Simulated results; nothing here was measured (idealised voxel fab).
Documented hereafter: the process module known as voxel wiring stack.
Shown is cross-section cut, with a width of 185 nm and square cells of size 5 nm.
In this document a cross-section is written as a grid of square cells. It is given as a series of bands, listed from the top down, and a band is one or more rows of cells.
It is stipulated that each band's entry specify, in nanometres, the height of the top of the band and then that of its bottom, followed by the materials of the band in left-to-right sequence, each together with its width in nanometres. A single material marked by the word "full width" is understood to fill the band from edge to edge; the word "empty" is understood to denote empty space.
All heights in this document are referenced to 0, defined as the level beneath which the wafer, as received, consists entirely of one material. The lowest band is not bounded below; it extends indefinitely downward and is written in the form "0..down".
Top row gets the first number, bottom row gets the second, and each row in between changes by the same step: that is how a band width like "30->40" works.
Key: "no modifications" - step with no changed cell in the cross-section.
You'll see "Closed cavity list" listing empty spaces that have no way open to the top, as long as they're 8 cells or more; the notation is width x height at distance, where the distance is from the left edge, and all of it is in nm.
Text after the settings on a step's line: the simulator's own remark on that step.
When a step includes a mask, the "overlay nm" setting on its line states how far to the right of its planned place that mask lay, and negative values state how far to the left.
Here's what the planned process steps look like
- 1: RECEIVE | material Si
- 2: CONFORMAL_DEP | material SiO2 | thk nm 10
- 3: CONFORMAL_DEP | material SiCN | thk nm 5
- 4: DIRECTIONAL_DEP | material SiO2 | thk nm 20
- 5: DIRECTIONAL_DEP | material aC | thk nm 15
- 6: PATTERN | tone open | mask id METAL_1 | material resist | width nm 30 | pitch nm 50 | thk nm 35 | overlay nm 0
- 7: DIRECTIONAL_ETCH | etch materials aC | depth nm 15
- 8: STRIP | etch materials resist
- 9: DIRECTIONAL_ETCH | etch materials SiO2 | depth nm 20
- 10: DIRECTIONAL_ETCH | etch materials SiCN | depth nm 5
- 11: STRIP | etch materials aC
- 12: CONFORMAL_DEP | material TiN | thk nm 5
- 13: FILL_DEP | material Ru | thk nm 5
- 14: CMP | height nm 35
- 15: CONFORMAL_DEP | material SiCN | thk nm 5
- 16: DIRECTIONAL_DEP | material lowk | thk nm 35
- 17: PATTERN | tone open | mask id METAL_2 | material resist | width nm 30 | pitch nm 50 | thk nm 20 | overlay nm 0
- 18: DIRECTIONAL_ETCH | etch materials lowk | depth nm 20
- 19: STRIP | etch materials resist
- 20: PATTERN | tone open | mask id METAL_2_HOLES | material resist | width nm 15 | pitch nm 50 | thk nm 15 | overlay nm 0
- 21: DIRECTIONAL_ETCH | etch materials lowk | depth nm 15
- 22: DIRECTIONAL_ETCH | etch materials SiCN | depth nm 5
- 23: STRIP | etch materials resist
- 24: CONFORMAL_DEP | material TiN | thk nm 5
- 25: FILL_DEP | material Cu | thk nm 5
- 26: CMP | height nm 75
- 27: CONFORMAL_DEP | material SiN | thk nm 5
Step 1 complete: cross-section of the wafer as received
    0..down: Si full width
    Closed cavity list: none
Wafer at module end, in section. Began as above, planned as above, run with one mistake
    80..75: SiN full width
    75..45: lowk: 50, TiN: 5, Cu: 20, TiN: 5, lowk: 20, TiN: 5, Cu: 20, TiN: 5, lowk: 55
    45..40: lowk: 50, TiN: 5, Cu: 5, TiN: 20, lowk: 20, TiN: 5, Cu: 5, TiN: 20, lowk: 55
    40..35: SiCN: 50, TiN: 15, SiCN: 35, TiN: 15, SiCN: 70
    35..15: SiO2: 50, TiN: 5, Ru: 20, TiN: 5, SiO2: 20, TiN: 5, Ru: 20, TiN: 5, SiO2: 55
    15..10: SiCN: 50, TiN: 30, SiCN: 20, TiN: 30, SiCN: 55
    10..0: SiO2 full width
    0..down: Si full width
    Closed cavity list: none
Where did the run depart from the plan? step 18 in the plan was executed twice
